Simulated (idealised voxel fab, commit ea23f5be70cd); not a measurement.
process module | voxel self aligned vias
cross-section cut | 280 nm wide | cells 5 nm
A cross-section is a grid of square cells, given in bands from the top down. A band is one or more rows of cells.
Each band's line starts with the height of the band's top and of its bottom, in nm. Then come its materials from left to right, each with its width in nm. One material with "throughout" fills the band from edge to edge. "air" is empty space.
Height 0 is the level under which the wafer as received is all one material. The lowest band goes on downwards, as in "0 down".
A width such as "30 to 40" changes by the same amount from each row of cells to the next, from the band's top row to its bottom row.
"no change" after a step means that no cell of the cross-section changed.
closed voids: empty space of 8 cells or more with no open way to the top, each as width x height at its distance from the left edge, in nm
after a step's settings: what the simulator itself notes on the step
overlay nm, on a step with a mask: how far to the right of its planned place the mask lay; to the left if negative
plan
1 op RECEIVE | material Si
2 op CONFORMAL_DEP | material SiO2 | thk nm 10
3 op CONFORMAL_DEP | material SiCN | thk nm 5
4 op DIRECTIONAL_DEP | material SiO2 | thk nm 25
5 op PATTERN | tone open | mask id LINES | material resist | width nm 20 | pitch nm 50 | thk nm 15 | overlay nm 0
6 op DIRECTIONAL_ETCH | etch materials SiO2 | depth nm 25
7 op STRIP | etch materials resist
8 op CONFORMAL_DEP | material TiN | thk nm 5
9 op FILL_DEP | material Ru | thk nm 10
10 op CMP | height nm 40
11 op SELECTIVE_ETCH | etch materials W Ru TiN | depth nm 5
12 op FILL_DEP | material SiN | thk nm 10
13 op CMP | height nm 40
14 op DIRECTIONAL_DEP | material SiO2 | thk nm 20
15 op MASKED_ETCH | tone open | mask id VIAS | width nm 30 | pitch nm 50 | etch materials SiO2 | depth nm 20 | overlay nm 0
16 op MASKED_ETCH | tone open | mask id VIAS | width nm 30 | pitch nm 50 | etch materials SiN | depth nm 5 | overlay nm 0
17 op CONFORMAL_DEP | material TiN | thk nm 5
18 op FILL_DEP | material W | thk nm 10
19 op CMP | height nm 60
20 op CONFORMAL_DEP | material SiCN | thk nm 5
first wafer, as planned
as received, after step 1
  0 down: Si throughout
  closed voids: none
after step 2
  10 to 0: SiO2 throughout
  below 0: unchanged
after step 3
  15 to 10: SiCN throughout
  below 10: unchanged
after step 4
  40 to 15: SiO2 throughout
  below 15: unchanged
after step 5
  55 to 40: resist 80 | air 20 | resist 30 | air 20 | resist 30 | air 20 | resist 80
  below 40: unchanged
after step 6
  55 to 40: resist 80 | air 20 | resist 30 | air 20 | resist 30 | air 20 | resist 80
  40 to 15: SiO2 80 | air 20 | SiO2 30 | air 20 | SiO2 30 | air 20 | SiO2 80
  below 15: unchanged
after step 7
  40 to 15: SiO2 80 | air 20 | SiO2 30 | air 20 | SiO2 30 | air 20 | SiO2 80
  below 15: unchanged
after step 8
  45 to 40: TiN 85 | air 10 | TiN 40 | air 10 | TiN 40 | air 10 | TiN 85
  40 to 20: SiO2 80 | TiN 5 | air 10 | TiN 5 | SiO2 30 | TiN 5 | air 10 | TiN 5 | SiO2 30 | TiN 5 | air 10 | TiN 5 | SiO2 80
  20 to 15: SiO2 80 | TiN 20 | SiO2 30 | TiN 20 | SiO2 30 | TiN 20 | SiO2 80
  below 15: unchanged
after step 9
  55 to 45: Ru throughout
  45 to 40: TiN 85 | Ru 10 | TiN 40 | Ru 10 | TiN 40 | Ru 10 | TiN 85
  40 to 20: SiO2 80 | TiN 5 | Ru 10 | TiN 5 | SiO2 30 | TiN 5 | Ru 10 | TiN 5 | SiO2 30 | TiN 5 | Ru 10 | TiN 5 | SiO2 80
  below 20: unchanged
after step 10
  40 to 20: SiO2 80 | TiN 5 | Ru 10 | TiN 5 | SiO2 30 | TiN 5 | Ru 10 | TiN 5 | SiO2 30 | TiN 5 | Ru 10 | TiN 5 | SiO2 80
  below 20: unchanged
after step 11
  40 to 35: SiO2 80 | air 20 | SiO2 30 | air 20 | SiO2 30 | air 20 | SiO2 80
  below 35: unchanged
after step 12
  50 to 40: SiN throughout
  40 to 35: SiO2 80 | SiN 20 | SiO2 30 | SiN 20 | SiO2 30 | SiN 20 | SiO2 80
  below 35: unchanged
after step 13
  40 to 35: SiO2 80 | SiN 20 | SiO2 30 | SiN 20 | SiO2 30 | SiN 20 | SiO2 80
  below 35: unchanged
after step 14
  60 to 40: SiO2 throughout
  below 40: unchanged
after step 15
  60 to 40: SiO2 75 | air 30 | SiO2 20 | air 30 | SiO2 20 | air 30 | SiO2 75
  below 40: unchanged
after step 16
  60 to 40: SiO2 75 | air 30 | SiO2 20 | air 30 | SiO2 20 | air 30 | SiO2 75
  40 to 35: SiO2 80 | air 20 | SiO2 30 | air 20 | SiO2 30 | air 20 | SiO2 80
  below 35: unchanged
after step 17
  65 to 60: TiN 80 | air 20 | TiN 30 | air 20 | TiN 30 | air 20 | TiN 80
  60 to 45: SiO2 75 | TiN 5 | air 20 | TiN 5 | SiO2 20 | TiN 5 | air 20 | TiN 5 | SiO2 20 | TiN 5 | air 20 | TiN 5 | SiO2 75
  45 to 40: SiO2 75 | TiN 10 | air 10 | TiN 10 | SiO2 20 | TiN 10 | air 10 | TiN 10 | SiO2 20 | TiN 10 | air 10 | TiN 10 | SiO2 75
  40 to 35: SiO2 80 | TiN 20 | SiO2 30 | TiN 20 | SiO2 30 | TiN 20 | SiO2 80
  below 35: unchanged
after step 18
  75 to 65: W throughout
  65 to 60: TiN 80 | W 20 | TiN 30 | W 20 | TiN 30 | W 20 | TiN 80
  60 to 45: SiO2 75 | TiN 5 | W 20 | TiN 5 | SiO2 20 | TiN 5 | W 20 | TiN 5 | SiO2 20 | TiN 5 | W 20 | TiN 5 | SiO2 75
  45 to 40: SiO2 75 | TiN 10 | W 10 | TiN 10 | SiO2 20 | TiN 10 | W 10 | TiN 10 | SiO2 20 | TiN 10 | W 10 | TiN 10 | SiO2 75
  below 40: unchanged
after step 19
  60 to 45: SiO2 75 | TiN 5 | W 20 | TiN 5 | SiO2 20 | TiN 5 | W 20 | TiN 5 | SiO2 20 | TiN 5 | W 20 | TiN 5 | SiO2 75
  below 45: unchanged
after step 20
  65 to 60: SiCN throughout
  below 60: unchanged
second wafer: like start, like plan, one mistake. Through step 14 it matches the first wafer
when step 15 should have ended
  60 to 40: SiO2 80 | air 25 | SiO2 25 | air 25 | SiO2 25 | air 25 | SiO2 75
  below 40: unchanged
when step 16 should have ended
  60 to 40: SiO2 80 | air 25 | SiO2 25 | air 25 | SiO2 25 | air 25 | SiO2 75
  40 to 35: SiO2 80 | air 20 | SiO2 30 | air 20 | SiO2 30 | air 20 | SiO2 80
  below 35: unchanged
when step 17 should have ended
  65 to 60: TiN 85 | air 15 | TiN 35 | air 15 | TiN 35 | air 15 | TiN 80
  60 to 45: SiO2 80 | TiN 5 | air 15 | TiN 5 | SiO2 25 | TiN 5 | air 15 | TiN 5 | SiO2 25 | TiN 5 | air 15 | TiN 5 | SiO2 75
  45 to 40: SiO2 80 | TiN 5 | air 10 | TiN 10 | SiO2 25 | TiN 5 | air 10 | TiN 10 | SiO2 25 | TiN 5 | air 10 | TiN 10 | SiO2 75
  40 to 35: SiO2 80 | TiN 20 | SiO2 30 | TiN 20 | SiO2 30 | TiN 20 | SiO2 80
  below 35: unchanged
when step 18 should have ended
  75 to 65: W throughout
  65 to 60: TiN 85 | W 15 | TiN 35 | W 15 | TiN 35 | W 15 | TiN 80
  60 to 45: SiO2 80 | TiN 5 | W 15 | TiN 5 | SiO2 25 | TiN 5 | W 15 | TiN 5 | SiO2 25 | TiN 5 | W 15 | TiN 5 | SiO2 75
  45 to 40: SiO2 80 | TiN 5 | W 10 | TiN 10 | SiO2 25 | TiN 5 | W 10 | TiN 10 | SiO2 25 | TiN 5 | W 10 | TiN 10 | SiO2 75
  below 40: unchanged
when step 19 should have ended
  60 to 45: SiO2 80 | TiN 5 | W 15 | TiN 5 | SiO2 25 | TiN 5 | W 15 | TiN 5 | SiO2 25 | TiN 5 | W 15 | TiN 5 | SiO2 75
  below 45: unchanged
when step 20 should have ended
  65 to 60: SiCN throughout
  below 60: unchanged
what went wrong: step 15 ran as: op MASKED_ETCH | tone open | mask id VIAS | width nm 25 | pitch nm 50 | etch materials SiO2 | depth nm 20 | overlay nm 0
at the end the second wafer has, in cells: 12 more of SiO2 | 3 fewer of TiN | 9 fewer of W
